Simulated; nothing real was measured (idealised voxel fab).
This is a process module. Its name is voxel released beams.
We display cut, a cross-section 200 nm in width whose square cells are each 5 nm.
Cross-section spec: square-cell grid; bands listed top down; each band is one or more rows.
It is stipulated that each band's entry specify, in nanometres, the height of the top of the band and then that of its bottom, followed by the materials of the band in left-to-right sequence, each together with its width in nanometres. A single material marked by the word "full width" is understood to fill the band from edge to edge; the word "empty" is understood to denote empty space.
Heights are measured from 0, the level below which the as-received wafer is all one material; the lowest band has no bottom and continues downward, written as in "0..down".
The width entry "30..40" should be interpreted row by row: the top row of cells in the band takes the first number, the bottom row takes the second number, and the change between adjacent rows is uniform throughout.
Basically "stayed the same" means that step didn't change any cell in the cross-section.
Voids not open to the top, 8 cells minimum: see "Closed void register". Written width x height at distance; distance is from the left edge; nm.
Step line, after settings: the simulator's comment on this step.
overlay nm: mask offset rightward from planned place, masked step; negative means leftward offset.

The planned process steps are enumerated hereunder
1: RECEIVE | material Si
2: CONFORMAL_DEP | material SiN | thk nm 5
3: DIRECTIONAL_DEP | material SiO2 | thk nm 20
4: MASKED_ETCH | tone open | mask id ANCHOR | width nm 35 | etch materials SiO2 | depth nm 20 | overlay nm 0
5: CONFORMAL_DEP | material TiN | thk nm 15
6: DIRECTIONAL_DEP | material aC | thk nm 15
7: PATTERN | tone cover | mask id BEAM | material resist | width nm 90 | thk nm 30 | overlay nm 0
8: DIRECTIONAL_ETCH | etch materials aC | depth nm 15
9: STRIP | etch materials resist
10: DIRECTIONAL_ETCH | etch materials TiN | depth nm 15
11: STRIP | etch materials aC
12: STRIP | etch materials SiO2

The first of two wafers, run as planned

Incoming wafer in cross-section (state: after step 1)
> 0..down = Si full width
> Closed void register: none

Wafer xsec, post step 2
> 5..0 = SiN full width
> below 0: unchanged

Wafer xsec, post step 3
> 25..5 = SiO2 full width
> below 5: unchanged

Wafer xsec, post step 4
> 25..5 = SiO2 55; empty 35; SiO2 110
> below 5: unchanged

Wafer xsec, post step 5
> 40..25 = TiN 70; empty 5; TiN 125
> 25..20 = SiO2 55; TiN 15; empty 5; TiN 15; SiO2 110
> 20..5 = SiO2 55; TiN 35; SiO2 110
> below 5: unchanged

Wafer xsec, post step 6
> 55..40 = aC 70; empty 5; aC 125
> 40..35 = TiN 70; empty 5; TiN 125
> 35..25 = TiN 70; aC 5; TiN 125
> 25..20 = SiO2 55; TiN 15; aC 5; TiN 15; SiO2 110
> below 20: unchanged

Wafer xsec, post step 7
> 85..55 = empty 50; resist 90; empty 60
> 55..40 = aC 70; resist 5; aC 125
> 40..35 = TiN 70; resist 5; TiN 125
> below 35: unchanged

Wafer xsec, post step 8
> 70..55 = empty 50; resist 90; empty 60
> 55..40 = empty 50; aC 20; resist 5; aC 65; empty 60
> below 40: unchanged

Wafer xsec, post step 9
> 55..40 = empty 50; aC 20; empty 5; aC 65; empty 60
> 40..35 = TiN 70; empty 5; TiN 125
> below 35: unchanged

Wafer xsec, post step 10
> 55..40 = empty 50; aC 20; empty 5; aC 65; empty 60
> 40..35 = empty 50; TiN 20; empty 5; TiN 65; empty 60
> 35..25 = empty 50; TiN 20; aC 5; TiN 65; empty 60
> below 25: unchanged

Wafer xsec, post step 11
> 40..25 = empty 50; TiN 20; empty 5; TiN 65; empty 60
> 25..20 = SiO2 55; TiN 15; empty 5; TiN 15; SiO2 110
> below 20: unchanged

Wafer xsec, post step 12
> 40..25 = empty 50; TiN 20; empty 5; TiN 65; empty 60
> 25..20 = empty 55; TiN 15; empty 5; TiN 15; empty 110
> 20..5 = empty 55; TiN 35; empty 110
> below 5: unchanged

Second wafer, same starting conditions and recipe as the first, one mistake in executing it, nothing differs from the first up to and including step 1

when step 2 should have ended: stayed the same

when step 3 should have ended
> 20..0 = SiO2 full width
> below 0: unchanged

when step 4 should have ended
> 20..0 = SiO2 55; empty 35; SiO2 110
> below 0: unchanged

when step 5 should have ended
> 35..20 = TiN 70; empty 5; TiN 125
> 20..15 = SiO2 55; TiN 15; empty 5; TiN 15; SiO2 110
> 15..0 = SiO2 55; TiN 35; SiO2 110
> below 0: unchanged

when step 6 should have ended
> 50..35 = aC 70; empty 5; aC 125
> 35..30 = TiN 70; empty 5; TiN 125
> 30..20 = TiN 70; aC 5; TiN 125
> 20..15 = SiO2 55; TiN 15; aC 5; TiN 15; SiO2 110
> below 15: unchanged

when step 7 should have ended
> 80..50 = empty 50; resist 90; empty 60
> 50..35 = aC 70; resist 5; aC 125
> 35..30 = TiN 70; resist 5; TiN 125
> below 30: unchanged

when step 8 should have ended
> 65..50 = empty 50; resist 90; empty 60
> 50..35 = empty 50; aC 20; resist 5; aC 65; empty 60
> below 35: unchanged

when step 9 should have ended
> 50..35 = empty 50; aC 20; empty 5; aC 65; empty 60
> 35..30 = TiN 70; empty 5; TiN 125
> below 30: unchanged

when step 10 should have ended
> 50..35 = empty 50; aC 20; empty 5; aC 65; empty 60
> 35..30 = empty 50; TiN 20; empty 5; TiN 65; empty 60
> 30..20 = empty 50; TiN 20; aC 5; TiN 65; empty 60
> below 20: unchanged

when step 11 should have ended
> 35..20 = empty 50; TiN 20; empty 5; TiN 65; empty 60
> 20..15 = SiO2 55; TiN 15; empty 5; TiN 15; SiO2 110
> below 15: unchanged

when step 12 should have ended
> 35..20 = empty 50; TiN 20; empty 5; TiN 65; empty 60
> 20..15 = empty 55; TiN 15; empty 5; TiN 15; empty 110
> 15..0 = empty 55; TiN 35; empty 110
> below 0: unchanged
Processing error: the plan's step 2 went unexecuted, having been skipped
Looking at both finished wafers in cells, the second ends up ahead of or behind the first on some materials: 40 fewer of SiN
